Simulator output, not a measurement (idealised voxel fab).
Documented hereafter: the process module known as voxel wiring stack.
Section shown: cut. Width: 255 nm. Cell size: 5 nm, square.
Think of the cross-section as a grid of square cells. We describe it in bands, top to bottom, and each band covers one or more rows of those cells.
Top height, bottom height, nm. Materials left to right, width each, nm. Single material + "edge to edge" = fills band edge to edge. "air" = empty.
The reference from which all heights are counted is 0, the level beneath which the as-received wafer is entirely one material; the lowest band, having no lower bound, proceeds downward and is written after the example "0 nm and below".
So if you see something like "30->40" for the width, read it as the top row of the band sitting at the first number and the bottom row at the second, with every row in between moving by the same amount as the last.
No cell of the cross-section changed in a step that is given as "nothing different".
In "Closed void listing" the enclosed voids are listed, meaning empty spaces of 8 cells or larger without any opening to the top. The form is width x height at distance, distance from the left edge, units nm.
Note: text after step settings on the step line = simulator remark on that step.
Among the settings permitted on a step's line is "overlay nm"; applied to a step with a mask, it specifies the extent to which the mask lay to the right of its planned position, whereas a negative figure signifies a position to the left.
### The following list gives the planned process steps
| 1 | RECEIVE with material Si |
| 2 | CONFORMAL_DEP with material SiO2, thk nm 15 |
| 3 | DIRECTIONAL_DEP with material TiN, thk nm 5 |
| 4 | DIRECTIONAL_DEP with material Ru, thk nm 20 |
| 5 | MASKED_ETCH with tone cover, mask id METAL_1, width nm 30, pitch nm 60, etch materials Ru, depth nm 20, overlay nm 0 |
| 6 | MASKED_ETCH with tone cover, mask id METAL_1, width nm 30, pitch nm 60, etch materials TiN, depth nm 5, overlay nm 0 |
| 7 | CONFORMAL_DEP with material SiN, thk nm 5 |
| 8 | FILL_DEP with material SiO2, thk nm 10 |
| 9 | CMP with height nm 40 |
| 10 | CONFORMAL_DEP with material SiCN, thk nm 5 |
| 11 | DIRECTIONAL_DEP with material lowk, thk nm 30 |
| 12 | PATTERN with tone open, mask id METAL_2, material resist, width nm 30, pitch nm 60, thk nm 15, overlay nm 0 |
| 13 | DIRECTIONAL_ETCH with etch materials lowk, depth nm 20 |
| 14 | STRIP with etch materials resist |
| 15 | MASKED_ETCH with tone open, mask id METAL_2_HOLES, width nm 15, pitch nm 120, etch materials lowk, depth nm 10, overlay nm 0 |
| 16 | MASKED_ETCH with tone open, mask id METAL_2_HOLES, width nm 15, pitch nm 120, etch materials SiCN, depth nm 5, overlay nm 0 |
| 17 | CONFORMAL_DEP with material TiN, thk nm 5 |
| 18 | FILL_DEP with material Cu, thk nm 5 |
| 19 | CMP with height nm 75 |
| 20 | CONFORMAL_DEP with material SiCN, thk nm 5 |
| 21 | DIRECTIONAL_DEP with material SiO2, thk nm 30 |
| 22 | MASKED_ETCH with tone open, mask id METAL_3, width nm 30, pitch nm 60, etch materials SiO2, depth nm 15, overlay nm 0 |
| 23 | MASKED_ETCH with tone open, mask id METAL_3_HOLES, width nm 15, pitch nm 120, etch materials SiO2, depth nm 15, overlay nm 0 |
| 24 | MASKED_ETCH with tone open, mask id METAL_3_HOLES, width nm 15, pitch nm 120, etch materials SiCN, depth nm 5, overlay nm 0 |
| 25 | CONFORMAL_DEP with material TiN, thk nm 5 |
| 26 | FILL_DEP with material Cu, thk nm 10 |
| 27 | CMP with height nm 110 |
| 28 | CONFORMAL_DEP with material SiCN, thk nm 5 |
| 29 | DIRECTIONAL_DEP with material SiO2, thk nm 30 |
| 30 | PATTERN with tone open, mask id METAL_4, material resist, width nm 30, pitch nm 60, thk nm 15, overlay nm 0 |
| 31 | DIRECTIONAL_ETCH with etch materials SiO2, depth nm 15 |
| 32 | STRIP with etch materials resist |
| 33 | MASKED_ETCH with tone open, mask id METAL_4_HOLES, width nm 15, pitch nm 60, etch materials SiO2, depth nm 15, overlay nm 0 |
| 34 | MASKED_ETCH with tone open, mask id METAL_4_HOLES, width nm 15, pitch nm 60, etch materials SiCN, depth nm 5, overlay nm 0 |
| 35 | CONFORMAL_DEP with material TiN, thk nm 5 |
| 36 | FILL_DEP with material Cu, thk nm 10 |
| 37 | CMP with height nm 145 |
| 38 | CONFORMAL_DEP with material SiN, thk nm 5 |
### First wafer of two (run as planned)
### Here's what the wafer looked like in cross-section when it arrived - that's after step 1
> 0 nm and below = Si edge to edge
> Closed void listing: none
### State of the wafer after step 2, shown in cross-section
> 15 nm to 0 nm = SiO2 edge to edge
> No changes below 0.
### State of the wafer after step 3, shown in cross-section
> 20 nm to 15 nm = TiN edge to edge
> No changes below 15.
### State of the wafer after step 4, shown in cross-section
> 40 nm to 20 nm = Ru edge to edge
> No changes below 20.
### State of the wafer after step 5, shown in cross-section
> 40 nm to 20 nm = 20 of air, then 30 of Ru, then 30 of air, then 30 of Ru, then 30 of air, then 30 of Ru, then 30 of air, then 30 of Ru, then 25 of air
> No changes below 20.
### State of the wafer after step 6, shown in cross-section
> 40 nm to 20 nm = 20 of air, then 30 of Ru, then 30 of air, then 30 of Ru, then 30 of air, then 30 of Ru, then 30 of air, then 30 of Ru, then 25 of air
> 20 nm to 15 nm = 20 of air, then 30 of TiN, then 30 of air, then 30 of TiN, then 30 of air, then 30 of TiN, then 30 of air, then 30 of TiN, then 25 of air
> No changes below 15.
### State of the wafer after step 7, shown in cross-section
> 45 nm to 40 nm = 15 of air, then 40 of SiN, then 20 of air, then 40 of SiN, then 20 of air, then 40 of SiN, then 20 of air, then 40 of SiN, then 20 of air
> 40 nm to 20 nm = 15 of air, then 5 of SiN, then 30 of Ru, then 5 of SiN, then 20 of air, then 5 of SiN, then 30 of Ru, then 5 of SiN, then 20 of air, then 5 of SiN, then 30 of Ru, then 5 of SiN, then 20 of air, then 5 of SiN, then 30 of Ru, then 5 of SiN, then 20 of air
> 20 nm to 15 nm = 20 of SiN, then 30 of TiN, then 30 of SiN, then 30 of TiN, then 30 of SiN, then 30 of TiN, then 30 of SiN, then 30 of TiN, then 25 of SiN
> No changes below 15.
### State of the wafer after step 8, shown in cross-section
> 55 nm to 45 nm = SiO2 edge to edge
> 45 nm to 40 nm = 15 of SiO2, then 40 of SiN, then 20 of SiO2, then 40 of SiN, then 20 of SiO2, then 40 of SiN, then 20 of SiO2, then 40 of SiN, then 20 of SiO2
> 40 nm to 20 nm = 15 of SiO2, then 5 of SiN, then 30 of Ru, then 5 of SiN, then 20 of SiO2, then 5 of SiN, then 30 of Ru, then 5 of SiN, then 20 of SiO2, then 5 of SiN, then 30 of Ru, then 5 of SiN, then 20 of SiO2, then 5 of SiN, then 30 of Ru, then 5 of SiN, then 20 of SiO2
> No changes below 20.
### State of the wafer after step 9, shown in cross-section
> 40 nm to 20 nm = 15 of SiO2, then 5 of SiN, then 30 of Ru, then 5 of SiN, then 20 of SiO2, then 5 of SiN, then 30 of Ru, then 5 of SiN, then 20 of SiO2, then 5 of SiN, then 30 of Ru, then 5 of SiN, then 20 of SiO2, then 5 of SiN, then 30 of Ru, then 5 of SiN, then 20 of SiO2
> No changes below 20.
### State of the wafer after step 10, shown in cross-section
> 45 nm to 40 nm = SiCN edge to edge
> No changes below 40.
### State of the wafer after step 11, shown in cross-section
> 75 nm to 45 nm = lowk edge to edge
> No changes below 45.
### State of the wafer after step 12, shown in cross-section
> 90 nm to 75 nm = 20 of resist, then 30 of air, then 30 of resist, then 30 of air, then 30 of resist, then 30 of air, then 30 of resist, then 30 of air, then 25 of resist
> No changes below 75.
### State of the wafer after step 13, shown in cross-section
> 90 nm to 75 nm = 20 of resist, then 30 of air, then 30 of resist, then 30 of air, then 30 of resist, then 30 of air, then 30 of resist, then 30 of air, then 25 of resist
> 75 nm to 55 nm = 20 of lowk, then 30 of air, then 30 of lowk, then 30 of air, then 30 of lowk, then 30 of air, then 30 of lowk, then 30 of air, then 25 of lowk
> No changes below 55.
### State of the wafer after step 14, shown in cross-section
> 75 nm to 55 nm = 20 of lowk, then 30 of air, then 30 of lowk, then 30 of air, then 30 of lowk, then 30 of air, then 30 of lowk, then 30 of air, then 25 of lowk
> No changes below 55.
### State of the wafer after step 15, shown in cross-section
> 75 nm to 55 nm = 20 of lowk, then 30 of air, then 30 of lowk, then 30 of air, then 30 of lowk, then 30 of air, then 30 of lowk, then 30 of air, then 25 of lowk
> 55 nm to 45 nm = 20 of lowk, then 15 of air, then 105 of lowk, then 15 of air, then 100 of lowk
> No changes below 45.
### State of the wafer after step 16, shown in cross-section
> 75 nm to 55 nm = 20 of lowk, then 30 of air, then 30 of lowk, then 30 of air, then 30 of lowk, then 30 of air, then 30 of lowk, then 30 of air, then 25 of lowk
> 55 nm to 45 nm = 20 of lowk, then 15 of air, then 105 of lowk, then 15 of air, then 100 of lowk
> 45 nm to 40 nm = 20 of SiCN, then 15 of air, then 105 of SiCN, then 15 of air, then 100 of SiCN
> No changes below 40.
### State of the wafer after step 17, shown in cross-section
> 80 nm to 75 nm = 25 of TiN, then 20 of air, then 40 of TiN, then 20 of air, then 40 of TiN, then 20 of air, then 40 of TiN, then 20 of air, then 30 of TiN
> 75 nm to 60 nm = 20 of lowk, then 5 of TiN, then 20 of air, then 5 of TiN, then 30 of lowk, then 5 of TiN, then 20 of air, then 5 of TiN, then 30 of lowk, then 5 of TiN, then 20 of air, then 5 of TiN, then 30 of lowk, then 5 of TiN, then 20 of air, then 5 of TiN, then 25 of lowk
> 60 nm to 55 nm = 20 of lowk, then 5 of TiN, then 5 of air, then 20 of TiN, then 30 of lowk, then 30 of TiN, then 30 of lowk, then 5 of TiN, then 5 of air, then 20 of TiN, then 30 of lowk, then 30 of TiN, then 25 of lowk
> 55 nm to 45 nm = 20 of lowk, then 5 of TiN, then 5 of air, then 5 of TiN, then 105 of lowk, then 5 of TiN, then 5 of air, then 5 of TiN, then 100 of lowk
> 45 nm to 40 nm = 20 of SiCN, then 15 of TiN, then 105 of SiCN, then 15 of TiN, then 100 of SiCN
> No changes below 40.
### State of the wafer after step 18, shown in cross-section
> 85 nm to 80 nm = Cu edge to edge
> 80 nm to 75 nm = 25 of TiN, then 20 of Cu, then 40 of TiN, then 20 of Cu, then 40 of TiN, then 20 of Cu, then 40 of TiN, then 20 of Cu, then 30 of TiN
> 75 nm to 60 nm = 20 of lowk, then 5 of TiN, then 20 of Cu, then 5 of TiN, then 30 of lowk, then 5 of TiN, then 20 of Cu, then 5 of TiN, then 30 of lowk, then 5 of TiN, then 20 of Cu, then 5 of TiN, then 30 of lowk, then 5 of TiN, then 20 of Cu, then 5 of TiN, then 25 of lowk
> 60 nm to 55 nm = 20 of lowk, then 5 of TiN, then 5 of Cu, then 20 of TiN, then 30 of lowk, then 30 of TiN, then 30 of lowk, then 5 of TiN, then 5 of Cu, then 20 of TiN, then 30 of lowk, then 30 of TiN, then 25 of lowk
> 55 nm to 45 nm = 20 of lowk, then 5 of TiN, then 5 of Cu, then 5 of TiN, then 105 of lowk, then 5 of TiN, then 5 of Cu, then 5 of TiN, then 100 of lowk
> No changes below 45.
### State of the wafer after step 19, shown in cross-section
> 75 nm to 60 nm = 20 of lowk, then 5 of TiN, then 20 of Cu, then 5 of TiN, then 30 of lowk, then 5 of TiN, then 20 of Cu, then 5 of TiN, then 30 of lowk, then 5 of TiN, then 20 of Cu, then 5 of TiN, then 30 of lowk, then 5 of TiN, then 20 of Cu, then 5 of TiN, then 25 of lowk
> No changes below 60.
### State of the wafer after step 20, shown in cross-section
> 80 nm to 75 nm = SiCN edge to edge
> No changes below 75.
### State of the wafer after step 21, shown in cross-section
> 110 nm to 80 nm = SiO2 edge to edge
> No changes below 80.
### State of the wafer after step 22, shown in cross-section
> 110 nm to 95 nm = 20 of SiO2, then 30 of air, then 30 of SiO2, then 30 of air, then 30 of SiO2, then 30 of air, then 30 of SiO2, then 30 of air, then 25 of SiO2
> No changes below 95.
### State of the wafer after step 23, shown in cross-section
> 110 nm to 95 nm = 20 of SiO2, then 30 of air, then 30 of SiO2, then 30 of air, then 30 of SiO2, then 30 of air, then 30 of SiO2, then 30 of air, then 25 of SiO2
> 95 nm to 80 nm = 20 of SiO2, then 15 of air, then 105 of SiO2, then 15 of air, then 100 of SiO2
> No changes below 80.
### State of the wafer after step 24, shown in cross-section
> 110 nm to 95 nm = 20 of SiO2, then 30 of air, then 30 of SiO2, then 30 of air, then 30 of SiO2, then 30 of air, then 30 of SiO2, then 30 of air, then 25 of SiO2
> 95 nm to 80 nm = 20 of SiO2, then 15 of air, then 105 of SiO2, then 15 of air, then 100 of SiO2
> 80 nm to 75 nm = 20 of SiCN, then 15 of air, then 105 of SiCN, then 15 of air, then 100 of SiCN
> No changes below 75.
### State of the wafer after step 25, shown in cross-section
> 115 nm to 110 nm = 25 of TiN, then 20 of air, then 40 of TiN, then 20 of air, then 40 of TiN, then 20 of air, then 40 of TiN, then 20 of air, then 30 of TiN
> 110 nm to 100 nm = 20 of SiO2, then 5 of TiN, then 20 of air, then 5 of TiN, then 30 of SiO2, then 5 of TiN, then 20 of air, then 5 of TiN, then 30 of SiO2, then 5 of TiN, then 20 of air, then 5 of TiN, then 30 of SiO2, then 5 of TiN, then 20 of air, then 5 of TiN, then 25 of SiO2
> 100 nm to 95 nm = 20 of SiO2, then 5 of TiN, then 5 of air, then 20 of TiN, then 30 of SiO2, then 30 of TiN, then 30 of SiO2, then 5 of TiN, then 5 of air, then 20 of TiN, then 30 of SiO2, then 30 of TiN, then 25 of SiO2
> 95 nm to 80 nm = 20 of SiO2, then 5 of TiN, then 5 of air, then 5 of TiN, then 105 of SiO2, then 5 of TiN, then 5 of air, then 5 of TiN, then 100 of SiO2
> 80 nm to 75 nm = 20 of SiCN, then 15 of TiN, then 105 of SiCN, then 15 of TiN, then 100 of SiCN
> No changes below 75.
### State of the wafer after step 26, shown in cross-section
> 125 nm to 115 nm = Cu edge to edge
> 115 nm to 110 nm = 25 of TiN, then 20 of Cu, then 40 of TiN, then 20 of Cu, then 40 of TiN, then 20 of Cu, then 40 of TiN, then 20 of Cu, then 30 of TiN
> 110 nm to 100 nm = 20 of SiO2, then 5 of TiN, then 20 of Cu, then 5 of TiN, then 30 of SiO2, then 5 of TiN, then 20 of Cu, then 5 of TiN, then 30 of SiO2, then 5 of TiN, then 20 of Cu, then 5 of TiN, then 30 of SiO2, then 5 of TiN, then 20 of Cu, then 5 of TiN, then 25 of SiO2
> 100 nm to 95 nm = 20 of SiO2, then 5 of TiN, then 5 of Cu, then 20 of TiN, then 30 of SiO2, then 30 of TiN, then 30 of SiO2, then 5 of TiN, then 5 of Cu, then 20 of TiN, then 30 of SiO2, then 30 of TiN, then 25 of SiO2
> 95 nm to 80 nm = 20 of SiO2, then 5 of TiN, then 5 of Cu, then 5 of TiN, then 105 of SiO2, then 5 of TiN, then 5 of Cu, then 5 of TiN, then 100 of SiO2
> No changes below 80.
### State of the wafer after step 27, shown in cross-section
> 110 nm to 100 nm = 20 of SiO2, then 5 of TiN, then 20 of Cu, then 5 of TiN, then 30 of SiO2, then 5 of TiN, then 20 of Cu, then 5 of TiN, then 30 of SiO2, then 5 of TiN, then 20 of Cu, then 5 of TiN, then 30 of SiO2, then 5 of TiN, then 20 of Cu, then 5 of TiN, then 25 of SiO2
> No changes below 100.
### State of the wafer after step 28, shown in cross-section
> 115 nm to 110 nm = SiCN edge to edge
> No changes below 110.
### State of the wafer after step 29, shown in cross-section
> 145 nm to 115 nm = SiO2 edge to edge
> No changes below 115.
### State of the wafer after step 30, shown in cross-section
> 160 nm to 145 nm = 20 of resist, then 30 of air, then 30 of resist, then 30 of air, then 30 of resist, then 30 of air, then 30 of resist, then 30 of air, then 25 of resist
> No changes below 145.
### State of the wafer after step 31, shown in cross-section
> 160 nm to 145 nm = 20 of resist, then 30 of air, then 30 of resist, then 30 of air, then 30 of resist, then 30 of air, then 30 of resist, then 30 of air, then 25 of resist
> 145 nm to 130 nm = 20 of SiO2, then 30 of air, then 30 of SiO2, then 30 of air, then 30 of SiO2, then 30 of air, then 30 of SiO2, then 30 of air, then 25 of SiO2
> No changes below 130.
### State of the wafer after step 32, shown in cross-section
> 145 nm to 130 nm = 20 of SiO2, then 30 of air, then 30 of SiO2, then 30 of air, then 30 of SiO2, then 30 of air, then 30 of SiO2, then 30 of air, then 25 of SiO2
> No changes below 130.
### State of the wafer after step 33, shown in cross-section
> 145 nm to 130 nm = 20 of SiO2, then 30 of air, then 30 of SiO2, then 30 of air, then 30 of SiO2, then 30 of air, then 30 of SiO2, then 30 of air, then 25 of SiO2
> 130 nm to 115 nm = 20 of SiO2, then 15 of air, then 45 of SiO2, then 15 of air, then 45 of SiO2, then 15 of air, then 45 of SiO2, then 15 of air, then 40 of SiO2
> No changes below 115.
### State of the wafer after step 34, shown in cross-section
> 145 nm to 130 nm = 20 of SiO2, then 30 of air, then 30 of SiO2, then 30 of air, then 30 of SiO2, then 30 of air, then 30 of SiO2, then 30 of air, then 25 of SiO2
> 130 nm to 115 nm = 20 of SiO2, then 15 of air, then 45 of SiO2, then 15 of air, then 45 of SiO2, then 15 of air, then 45 of SiO2, then 15 of air, then 40 of SiO2
> 115 nm to 110 nm = 20 of SiCN, then 15 of air, then 45 of SiCN, then 15 of air, then 45 of SiCN, then 15 of air, then 45 of SiCN, then 15 of air, then 40 of SiCN
> No changes below 110.
### State of the wafer after step 35, shown in cross-section
> 150 nm to 145 nm = 25 of TiN, then 20 of air, then 40 of TiN, then 20 of air, then 40 of TiN, then 20 of air, then 40 of TiN, then 20 of air, then 30 of TiN
> 145 nm to 135 nm = 20 of SiO2, then 5 of TiN, then 20 of air, then 5 of TiN, then 30 of SiO2, then 5 of TiN, then 20 of air, then 5 of TiN, then 30 of SiO2, then 5 of TiN, then 20 of air, then 5 of TiN, then 30 of SiO2, then 5 of TiN, then 20 of air, then 5 of TiN, then 25 of SiO2
> 135 nm to 130 nm = 20 of SiO2, then 5 of TiN, then 5 of air, then 20 of TiN, then 30 of SiO2, then 5 of TiN, then 5 of air, then 20 of TiN, then 30 of SiO2, then 5 of TiN, then 5 of air, then 20 of TiN, then 30 of SiO2, then 5 of TiN, then 5 of air, then 20 of TiN, then 25 of SiO2
> 130 nm to 115 nm = 20 of SiO2, then 5 of TiN, then 5 of air, then 5 of TiN, then 45 of SiO2, then 5 of TiN, then 5 of air, then 5 of TiN, then 45 of SiO2, then 5 of TiN, then 5 of air, then 5 of TiN, then 45 of SiO2, then 5 of TiN, then 5 of air, then 5 of TiN, then 40 of SiO2
> 115 nm to 110 nm = 20 of SiCN, then 15 of TiN, then 45 of SiCN, then 15 of TiN, then 45 of SiCN, then 15 of TiN, then 45 of SiCN, then 15 of TiN, then 40 of SiCN
> No changes below 110.
### State of the wafer after step 36, shown in cross-section
> 160 nm to 150 nm = Cu edge to edge
> 150 nm to 145 nm = 25 of TiN, then 20 of Cu, then 40 of TiN, then 20 of Cu, then 40 of TiN, then 20 of Cu, then 40 of TiN, then 20 of Cu, then 30 of TiN
> 145 nm to 135 nm = 20 of SiO2, then 5 of TiN, then 20 of Cu, then 5 of TiN, then 30 of SiO2, then 5 of TiN, then 20 of Cu, then 5 of TiN, then 30 of SiO2, then 5 of TiN, then 20 of Cu, then 5 of TiN, then 30 of SiO2, then 5 of TiN, then 20 of Cu, then 5 of TiN, then 25 of SiO2
> 135 nm to 130 nm = 20 of SiO2, then 5 of TiN, then 5 of Cu, then 20 of TiN, then 30 of SiO2, then 5 of TiN, then 5 of Cu, then 20 of TiN, then 30 of SiO2, then 5 of TiN, then 5 of Cu, then 20 of TiN, then 30 of SiO2, then 5 of TiN, then 5 of Cu, then 20 of TiN, then 25 of SiO2
> 130 nm to 115 nm = 20 of SiO2, then 5 of TiN, then 5 of Cu, then 5 of TiN, then 45 of SiO2, then 5 of TiN, then 5 of Cu, then 5 of TiN, then 45 of SiO2, then 5 of TiN, then 5 of Cu, then 5 of TiN, then 45 of SiO2, then 5 of TiN, then 5 of Cu, then 5 of TiN, then 40 of SiO2
> No changes below 115.
### State of the wafer after step 37, shown in cross-section
> 145 nm to 135 nm = 20 of SiO2, then 5 of TiN, then 20 of Cu, then 5 of TiN, then 30 of SiO2, then 5 of TiN, then 20 of Cu, then 5 of TiN, then 30 of SiO2, then 5 of TiN, then 20 of Cu, then 5 of TiN, then 30 of SiO2, then 5 of TiN, then 20 of Cu, then 5 of TiN, then 25 of SiO2
> No changes below 135.
### State of the wafer after step 38, shown in cross-section
> 150 nm to 145 nm = SiN edge to edge
> No changes below 145.
### The remaining wafer, second of the two, started like the first and was run to the same plan, except that one mistake was made along the way; the two coincide through step 21, inclusive
### Second wafer shown in cross-section at the time step 22 was slated to end
> 110 nm to 95 nm = 25 of SiO2, then 20 of air, then 40 of SiO2, then 20 of air, then 40 of SiO2, then 20 of air, then 40 of SiO2, then 20 of air, then 30 of SiO2
> No changes below 95.
### Second wafer shown in cross-section at the time step 23 was slated to end
> 110 nm to 95 nm = 20 of SiO2, then 25 of air, then 40 of SiO2, then 20 of air, then 35 of SiO2, then 25 of air, then 40 of SiO2, then 20 of air, then 30 of SiO2
> 95 nm to 80 nm = 25 of SiO2, then 10 of air, then 110 of SiO2, then 10 of air, then 100 of SiO2
> No changes below 80.
### Second wafer shown in cross-section at the time step 24 was slated to end
> 110 nm to 95 nm = 20 of SiO2, then 25 of air, then 40 of SiO2, then 20 of air, then 35 of SiO2, then 25 of air, then 40 of SiO2, then 20 of air, then 30 of SiO2
> 95 nm to 80 nm = 25 of SiO2, then 10 of air, then 110 of SiO2, then 10 of air, then 100 of SiO2
> 80 nm to 75 nm = 25 of SiCN, then 10 of air, then 110 of SiCN, then 10 of air, then 100 of SiCN
> No changes below 75.
### Second wafer shown in cross-section at the time step 25 was slated to end
> 115 nm to 110 nm = 25 of TiN, then 15 of air, then 50 of TiN, then 10 of air, then 45 of TiN, then 15 of air, then 50 of TiN, then 10 of air, then 35 of TiN
> 110 nm to 100 nm = 20 of SiO2, then 5 of TiN, then 15 of air, then 5 of TiN, then 40 of SiO2, then 5 of TiN, then 10 of air, then 5 of TiN, then 35 of SiO2, then 5 of TiN, then 15 of air, then 5 of TiN, then 40 of SiO2, then 5 of TiN, then 10 of air, then 5 of TiN, then 30 of SiO2
> 100 nm to 95 nm = 20 of SiO2, then 25 of TiN, then 40 of SiO2, then 20 of TiN, then 35 of SiO2, then 25 of TiN, then 40 of SiO2, then 20 of TiN, then 30 of SiO2
> 95 nm to 80 nm = 25 of SiO2, then 10 of TiN, then 110 of SiO2, then 10 of TiN, then 100 of SiO2
> 80 nm to 75 nm = 25 of SiCN, then 10 of TiN, then 110 of SiCN, then 10 of TiN, then 100 of SiCN
> No changes below 75.
### Second wafer shown in cross-section at the time step 26 was slated to end
> 125 nm to 115 nm = Cu edge to edge
> 115 nm to 110 nm = 25 of TiN, then 15 of Cu, then 50 of TiN, then 10 of Cu, then 45 of TiN, then 15 of Cu, then 50 of TiN, then 10 of Cu, then 35 of TiN
> 110 nm to 100 nm = 20 of SiO2, then 5 of TiN, then 15 of Cu, then 5 of TiN, then 40 of SiO2, then 5 of TiN, then 10 of Cu, then 5 of TiN, then 35 of SiO2, then 5 of TiN, then 15 of Cu, then 5 of TiN, then 40 of SiO2, then 5 of TiN, then 10 of Cu, then 5 of TiN, then 30 of SiO2
> No changes below 100.
### Second wafer shown in cross-section at the time step 27 was slated to end
> 110 nm to 100 nm = 20 of SiO2, then 5 of TiN, then 15 of Cu, then 5 of TiN, then 40 of SiO2, then 5 of TiN, then 10 of Cu, then 5 of TiN, then 35 of SiO2, then 5 of TiN, then 15 of Cu, then 5 of TiN, then 40 of SiO2, then 5 of TiN, then 10 of Cu, then 5 of TiN, then 30 of SiO2
> No changes below 100.
### Second wafer shown in cross-section at the time step 28 was slated to end
> 115 nm to 110 nm = SiCN edge to edge
> No changes below 110.
### Second wafer shown in cross-section at the time step 29 was slated to end
> 145 nm to 115 nm = SiO2 edge to edge
> No changes below 115.
### Second wafer shown in cross-section at the time step 30 was slated to end
> 160 nm to 145 nm = 20 of resist, then 30 of air, then 30 of resist, then 30 of air, then 30 of resist, then 30 of air, then 30 of resist, then 30 of air, then 25 of resist
> No changes below 145.
### Second wafer shown in cross-section at the time step 31 was slated to end
> 160 nm to 145 nm = 20 of resist, then 30 of air, then 30 of resist, then 30 of air, then 30 of resist, then 30 of air, then 30 of resist, then 30 of air, then 25 of resist
> 145 nm to 130 nm = 20 of SiO2, then 30 of air, then 30 of SiO2, then 30 of air, then 30 of SiO2, then 30 of air, then 30 of SiO2, then 30 of air, then 25 of SiO2
> No changes below 130.
### Second wafer shown in cross-section at the time step 32 was slated to end
> 145 nm to 130 nm = 20 of SiO2, then 30 of air, then 30 of SiO2, then 30 of air, then 30 of SiO2, then 30 of air, then 30 of SiO2, then 30 of air, then 25 of SiO2
> No changes below 130.
### Second wafer shown in cross-section at the time step 33 was slated to end
> 145 nm to 130 nm = 20 of SiO2, then 30 of air, then 30 of SiO2, then 30 of air, then 30 of SiO2, then 30 of air, then 30 of SiO2, then 30 of air, then 25 of SiO2
> 130 nm to 115 nm = 20 of SiO2, then 15 of air, then 45 of SiO2, then 15 of air, then 45 of SiO2, then 15 of air, then 45 of SiO2, then 15 of air, then 40 of SiO2
> No changes below 115.
### Second wafer shown in cross-section at the time step 34 was slated to end
> 145 nm to 130 nm = 20 of SiO2, then 30 of air, then 30 of SiO2, then 30 of air, then 30 of SiO2, then 30 of air, then 30 of SiO2, then 30 of air, then 25 of SiO2
> 130 nm to 115 nm = 20 of SiO2, then 15 of air, then 45 of SiO2, then 15 of air, then 45 of SiO2, then 15 of air, then 45 of SiO2, then 15 of air, then 40 of SiO2
> 115 nm to 110 nm = 20 of SiCN, then 15 of air, then 45 of SiCN, then 15 of air, then 45 of SiCN, then 15 of air, then 45 of SiCN, then 15 of air, then 40 of SiCN
> No changes below 110.
### Second wafer shown in cross-section at the time step 35 was slated to end
> 150 nm to 145 nm = 25 of TiN, then 20 of air, then 40 of TiN, then 20 of air, then 40 of TiN, then 20 of air, then 40 of TiN, then 20 of air, then 30 of TiN
> 145 nm to 135 nm = 20 of SiO2, then 5 of TiN, then 20 of air, then 5 of TiN, then 30 of SiO2, then 5 of TiN, then 20 of air, then 5 of TiN, then 30 of SiO2, then 5 of TiN, then 20 of air, then 5 of TiN, then 30 of SiO2, then 5 of TiN, then 20 of air, then 5 of TiN, then 25 of SiO2
> 135 nm to 130 nm = 20 of SiO2, then 5 of TiN, then 5 of air, then 20 of TiN, then 30 of SiO2, then 5 of TiN, then 5 of air, then 20 of TiN, then 30 of SiO2, then 5 of TiN, then 5 of air, then 20 of TiN, then 30 of SiO2, then 5 of TiN, then 5 of air, then 20 of TiN, then 25 of SiO2
> 130 nm to 115 nm = 20 of SiO2, then 5 of TiN, then 5 of air, then 5 of TiN, then 45 of SiO2, then 5 of TiN, then 5 of air, then 5 of TiN, then 45 of SiO2, then 5 of TiN, then 5 of air, then 5 of TiN, then 45 of SiO2, then 5 of TiN, then 5 of air, then 5 of TiN, then 40 of SiO2
> 115 nm to 110 nm = 20 of SiCN, then 15 of TiN, then 45 of SiCN, then 15 of TiN, then 45 of SiCN, then 15 of TiN, then 45 of SiCN, then 15 of TiN, then 40 of SiCN
> No changes below 110.
### Second wafer shown in cross-section at the time step 36 was slated to end
> 160 nm to 150 nm = Cu edge to edge
> 150 nm to 145 nm = 25 of TiN, then 20 of Cu, then 40 of TiN, then 20 of Cu, then 40 of TiN, then 20 of Cu, then 40 of TiN, then 20 of Cu, then 30 of TiN
> 145 nm to 135 nm = 20 of SiO2, then 5 of TiN, then 20 of Cu, then 5 of TiN, then 30 of SiO2, then 5 of TiN, then 20 of Cu, then 5 of TiN, then 30 of SiO2, then 5 of TiN, then 20 of Cu, then 5 of TiN, then 30 of SiO2, then 5 of TiN, then 20 of Cu, then 5 of TiN, then 25 of SiO2
> 135 nm to 130 nm = 20 of SiO2, then 5 of TiN, then 5 of Cu, then 20 of TiN, then 30 of SiO2, then 5 of TiN, then 5 of Cu, then 20 of TiN, then 30 of SiO2, then 5 of TiN, then 5 of Cu, then 20 of TiN, then 30 of SiO2, then 5 of TiN, then 5 of Cu, then 20 of TiN, then 25 of SiO2
> 130 nm to 115 nm = 20 of SiO2, then 5 of TiN, then 5 of Cu, then 5 of TiN, then 45 of SiO2, then 5 of TiN, then 5 of Cu, then 5 of TiN, then 45 of SiO2, then 5 of TiN, then 5 of Cu, then 5 of TiN, then 45 of SiO2, then 5 of TiN, then 5 of Cu, then 5 of TiN, then 40 of SiO2
> No changes below 115.
### Second wafer shown in cross-section at the time step 37 was slated to end
> 145 nm to 135 nm = 20 of SiO2, then 5 of TiN, then 20 of Cu, then 5 of TiN, then 30 of SiO2, then 5 of TiN, then 20 of Cu, then 5 of TiN, then 30 of SiO2, then 5 of TiN, then 20 of Cu, then 5 of TiN, then 30 of SiO2, then 5 of TiN, then 20 of Cu, then 5 of TiN, then 25 of SiO2
> No changes below 135.
### Second wafer shown in cross-section at the time step 38 was slated to end
> 150 nm to 145 nm = SiN edge to edge
> No changes below 145.
Heads up, the wafer didn't run the way we planned it: in deviation from the planned setting, step 22 was conducted as MASKED_ETCH with tone open, mask id METAL_3, width nm 20, pitch nm 60, etch materials SiO2, depth nm 15, overlay nm 0
Final difference in cells, second wafer against first, listed per material as more or fewer: Cu: 20 fewer | SiCN: 2 more | SiO2: 24 more | TiN: 6 fewer
